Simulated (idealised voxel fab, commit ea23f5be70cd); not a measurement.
The following is a process module called voxel self aligned vias.
Cross-sectional view cut (width: 300 nm; square cell size: 5 nm).
Square cells in a grid make up a cross-section in this document, and the grid is given as bands, listed from the top down, each one or more rows of cells.
A band entry consists of two parts. The first gives the height of the band's top and the height of its bottom, in nm. The rest lists the band's materials from left to right, each with its width in nm. A single material labelled with the word "all across" fills the band from edge to edge, and the word "air" marks empty space.
Below 0: as-received wafer, all one material; heights counted from there. Lowest band: no bottom, goes on down, written "0..down".
A width given as "30 to 40" starts at the first number in the band's top row and ends at the second number in its bottom row, shifting by an equal amount at every step from row to row.
Given "no change occurred" for a step, no cell of the cross-section differs between before and after that step.
So "Closed void inventory" is basically the list of trapped voids: any empty space of 8 cells or more that can't reach the top through an opening. They're written width x height at distance, the distance being from the left edge, and it's all nm.
Read whatever lies past the settings on a step's line as the simulator's own remark about the step.
"overlay nm" answers the question of how far to the right of plan the mask lay on a step that has a mask, and when it is negative the answer is to the left.
Below is the list of planned process steps
step 1: RECEIVE [material Si]
step 2: CONFORMAL_DEP [material SiO2] [thk nm 15]
step 3: CONFORMAL_DEP [material SiCN] [thk nm 5]
step 4: DIRECTIONAL_DEP [material lowk] [thk nm 30]
step 5: MASKED_ETCH [tone open] [mask id LINES] [width nm 20] [pitch nm 60] [etch materials lowk] [depth nm 30] [overlay nm 0]
step 6: CONFORMAL_DEP [material TiN] [thk nm 5]
step 7: FILL_DEP [material Ru] [thk nm 10]
step 8: CMP [height nm 50]
step 9: SELECTIVE_ETCH [etch materials W Ru TiN] [depth nm 5]
step 10: FILL_DEP [material SiN] [thk nm 10]
step 11: CMP [height nm 50]
step 12: DIRECTIONAL_DEP [material lowk] [thk nm 20]
step 13: MASKED_ETCH [tone open] [mask id VIAS] [width nm 30] [pitch nm 60] [etch materials lowk] [depth nm 20] [overlay nm 0]
step 14: MASKED_ETCH [tone open] [mask id VIAS] [width nm 30] [pitch nm 60] [etch materials SiN] [depth nm 5] [overlay nm 0]
step 15: CONFORMAL_DEP [material TiN] [thk nm 5]
step 16: FILL_DEP [material Cu] [thk nm 10]
step 17: CMP [height nm 70]
step 18: CONFORMAL_DEP [material SiN] [thk nm 5]
Cross-section of the wafer at receipt, which is the condition after step 1
> 0..down | Si all across
> Closed void inventory: none
What the wafer looks like in cross-section after this module, when it starts as shown above and follows the plan above but one mistake is made in running it
> 75..70 | SiN all across
> 70..55 | lowk 75 nm, then TiN 5 nm, then Cu 20 nm, then TiN 5 nm, then lowk 30 nm, then TiN 5 nm, then Cu 20 nm, then TiN 5 nm, then lowk 30 nm, then TiN 5 nm, then Cu 20 nm, then TiN 5 nm, then lowk 75 nm
> 55..50 | lowk 75 nm, then TiN 10 nm, then Cu 10 nm, then TiN 10 nm, then lowk 30 nm, then TiN 10 nm, then Cu 10 nm, then TiN 10 nm, then lowk 30 nm, then TiN 10 nm, then Cu 10 nm, then TiN 10 nm, then lowk 75 nm
> 50..45 | lowk 80 nm, then TiN 20 nm, then lowk 40 nm, then TiN 20 nm, then lowk 40 nm, then TiN 20 nm, then lowk 80 nm
> 45..40 | lowk 80 nm, then TiN 5 nm, then Ru 10 nm, then TiN 5 nm, then lowk 40 nm, then TiN 5 nm, then Ru 10 nm, then TiN 5 nm, then lowk 40 nm, then TiN 5 nm, then Ru 10 nm, then TiN 5 nm, then lowk 80 nm
> 40..35 | lowk 80 nm, then TiN 20 nm, then lowk 40 nm, then TiN 20 nm, then lowk 40 nm, then TiN 20 nm, then lowk 80 nm
> 35..30 | SiCN all across
> 30..0 | SiO2 all across
> 0..down | Si all across
> Closed void inventory: none
What was the processing mistake? step 2 from the plan got run twice
